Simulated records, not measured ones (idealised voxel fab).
The name of this process module is voxel self aligned vias.
Pictured: cross-section cut, 145 nm wide, on a grid of 5 nm square cells.
Bands, listed from the top down, are how a cross-section gets written in this document; the cross-section itself is a grid of square cells, and a band is one or more rows of them.
Heights first: top, then bottom, in nm. Then materials, left to right, each with a width in nm. "throughout" on a single material: fills the band edge to edge. "air": empty space.
Zero point of the height axis is 0; under it, received wafer = one material. Lowest band: continues down indefinitely, "0 nm and below".
Width spec "30->40" -> top row of cells at first value, bottom row at second value, equal per-row change in between.
Step marked "remained unchanged"? Then no cell in the cross-section changed in it.
What "Completely sealed voids" gives you is every empty space of 8 cells or more that is cut off from the top. Each appears as width x height at distance, with the distance taken from the left edge and width, height and distance all in nm.
On a step's line, text after the settings is the simulator commenting on that step.
A step line may carry the setting "overlay nm", which, for steps involving a mask, states the distance by which the mask lay to the right of its intended position; negative values denote displacement to the left.

INTENDED PROCESS STEPS
1) RECEIVE with material Si
2) CONFORMAL_DEP with material SiO2, thk nm 10
3) CONFORMAL_DEP with material SiCN, thk nm 5
4) DIRECTIONAL_DEP with material SiO2, thk nm 30
5) DIRECTIONAL_DEP with material aC, thk nm 10
6) PATTERN with tone open, mask id LINES, material resist, width nm 20, pitch nm 65, thk nm 25, overlay nm 0
7) DIRECTIONAL_ETCH with etch materials aC, depth nm 10
8) STRIP with etch materials resist
9) DIRECTIONAL_ETCH with etch materials SiO2, depth nm 30
10) STRIP with etch materials aC
11) CONFORMAL_DEP with material TiN, thk nm 5
12) FILL_DEP with material W, thk nm 5
13) CMP with height nm 45
14) SELECTIVE_ETCH with etch materials W Ru TiN, depth nm 10
15) FILL_DEP with material SiN, thk nm 10
16) CMP with height nm 45
17) DIRECTIONAL_DEP with material SiO2, thk nm 20
18) MASKED_ETCH with tone open, mask id VIAS, width nm 50, etch materials SiO2, depth nm 20, overlay nm 0
19) MASKED_ETCH with tone open, mask id VIAS, width nm 50, etch materials SiN, depth nm 10, overlay nm 0
20) CONFORMAL_DEP with material TiN, thk nm 5
21) FILL_DEP with material Cu, thk nm 10
22) CMP with height nm 65
23) CONFORMAL_DEP with material SiCN, thk nm 5
The width nm used in step 6 is not the same on every wafer, whereas the starting condition is; the value printed in the plan is the first wafer's.

SO THIS IS THE FIRST OF SEVERAL WAFERS, CROSS-SECTIONED AS IT CAME TO US, MEANING IT'S AT THE END OF STEP 1
* 0 nm and below = Si throughout
* Completely sealed voids: none

POST STEP 23, THE CLOSING STEP OF THE MODULE: FIRST OF SEVERAL WAFERS, CROSS-SECTIONED
* 70 nm to 65 nm = SiCN throughout
* 65 nm to 50 nm = 15 nm SiO2 / 5 nm TiN / 40 nm Cu / 5 nm TiN / 80 nm SiO2
* 50 nm to 45 nm = 15 nm SiO2 / 20 nm TiN / 10 nm Cu / 20 nm TiN / 80 nm SiO2
* 45 nm to 40 nm = 30 nm SiO2 / 5 nm TiN / 10 nm Cu / 5 nm TiN / 45 nm SiO2 / 20 nm SiN / 30 nm SiO2
* 40 nm to 35 nm = 30 nm SiO2 / 20 nm TiN / 45 nm SiO2 / 20 nm SiN / 30 nm SiO2
* 35 nm to 20 nm = 30 nm SiO2 / 5 nm TiN / 10 nm W / 5 nm TiN / 45 nm SiO2 / 5 nm TiN / 10 nm W / 5 nm TiN / 30 nm SiO2
* 20 nm to 15 nm = 30 nm SiO2 / 20 nm TiN / 45 nm SiO2 / 20 nm TiN / 30 nm SiO2
* 15 nm to 10 nm = SiCN throughout
* 10 nm to 0 nm = SiO2 throughout
* 0 nm and below = Si throughout
* Completely sealed voids: none

MODULE END, FINAL WAFER: CROSS-SECTION
* 70 nm to 65 nm = SiCN throughout
* 65 nm to 50 nm = 15 nm SiO2 / 5 nm TiN / 40 nm Cu / 5 nm TiN / 80 nm SiO2
* 50 nm to 45 nm = 15 nm SiO2 / 10 nm TiN / 35 nm Cu / 5 nm TiN / 80 nm SiO2
* 45 nm to 40 nm = 20 nm SiO2 / 5 nm TiN / 35 nm Cu / 5 nm TiN / 20 nm SiO2 / 45 nm SiN / 15 nm SiO2
* 40 nm to 35 nm = 20 nm SiO2 / 45 nm TiN / 20 nm SiO2 / 45 nm SiN / 15 nm SiO2
* 35 nm to 20 nm = 20 nm SiO2 / 5 nm TiN / 35 nm W / 5 nm TiN / 20 nm SiO2 / 5 nm TiN / 35 nm W / 5 nm TiN / 15 nm SiO2
* 20 nm to 15 nm = 20 nm SiO2 / 45 nm TiN / 20 nm SiO2 / 45 nm TiN / 15 nm SiO2
* 15 nm to 10 nm = SiCN throughout
* 10 nm to 0 nm = SiO2 throughout
* 0 nm and below = Si throughout
* Completely sealed voids: none

BELOW: A ROW PER WAFER. CONTENTS AT END OF MODULE: FOR EVERY MATERIAL, CELLS GAINED SINCE RECEIPT (+) OR LOST SINCE RECEIPT (-); THEN CLOSED VOIDS
width nm 20; +28 Cu; +58 SiCN; +8 SiN; +260 SiO2; +40 TiN; +12 W; Completely sealed voids: none
width nm 25; +30 Cu; +58 SiCN; +10 SiN; +248 SiO2; +42 TiN; +18 W; Completely sealed voids: none
width nm 30; +32 Cu; +58 SiCN; +12 SiN; +236 SiO2; +44 TiN; +24 W; Completely sealed voids: none
width nm 35; +34 Cu; +58 SiCN; +14 SiN; +224 SiO2; +46 TiN; +30 W; Completely sealed voids: none
width nm 40; +36 Cu; +58 SiCN; +16 SiN; +212 SiO2; +48 TiN; +36 W; Completely sealed voids: none
width nm 45; +38 Cu; +58 SiCN; +18 SiN; +200 SiO2; +50 TiN; +42 W; Completely sealed voids: none
